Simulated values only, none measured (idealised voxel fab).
process module | voxel gate over fins
cross-section cut | 280 nm wide | cells 5 nm
A cross-section is a grid of square cells, given in bands from the top down. A band is one or more rows of cells.
Each band's line starts with the height of the band's top and of its bottom, in nm. Then come its materials from left to right, each with its width in nm. One material with "throughout" fills the band from edge to edge. "air" is empty space.
Height 0 is the level under which the wafer as received is all one material. The lowest band goes on downwards, as in "0 down".
A width such as "30 to 40" changes by the same amount from each row of cells to the next, from the band's top row to its bottom row.
"no change" after a step means that no cell of the cross-section changed.
closed voids: empty space of 8 cells or more with no open way to the top, each as width x height at its distance from the left edge, in nm
after a step's settings: what the simulator itself notes on the step
overlay nm, on a step with a mask: how far to the right of its planned place the mask lay; to the left if negative
plan
1 op RECEIVE | material Si
2 op CONFORMAL_DEP | material SiN | thk nm 10
3 op MASKED_ETCH | tone cover | mask id FINS | width nm 15 | pitch nm 45 | etch materials SiN | depth nm 10 | overlay nm 0
4 op MASKED_ETCH | tone cover | mask id FINS | width nm 15 | pitch nm 45 | etch materials Si | depth nm 30 | overlay nm 0
5 op OXIDIZE | depth nm 5
6 op FILL_DEP | material SiO2 | thk nm 5
7 op CMP | height nm 10
8 op SELECTIVE_ETCH | etch materials SiO2 | depth nm 20
9 op STRIP | etch materials SiN
10 op CONFORMAL_DEP | material HfO2 | thk nm 5
11 op CONFORMAL_DEP | material TiN | thk nm 5
12 op CONFORMAL_DEP | material TiAl | thk nm 5
13 op CONFORMAL_DEP | material TiN | thk nm 5
14 op FILL_DEP | material W | thk nm 15
15 op CMP | height nm 30
16 op CONFORMAL_DEP | material SiN | thk nm 10
varied across the wafers: width nm of step 3. The plan shows the first wafer's value. All wafers start alike
first wafer as received, after step 1
  0 down: Si throughout
  closed voids: none
each wafer at the end: cells of each material gained (+) or lost (-) since it was received, then its closed voids
width nm 15 | +64 HfO2 | -378 Si | +112 SiN | +270 SiO2 | +64 TiAl | +128 TiN | +188 W | closed voids: none
width nm 20 | +64 HfO2 | -364 Si | +112 SiN | +260 SiO2 | +64 TiAl | +126 TiN | +186 W | closed voids: none
width nm 25 | +64 HfO2 | -350 Si | +112 SiN | +250 SiO2 | +64 TiAl | +124 TiN | +184 W | closed voids: none
width nm 30 | +64 HfO2 | -336 Si | +112 SiN | +240 SiO2 | +62 TiAl | +124 TiN | +182 W | closed voids: none
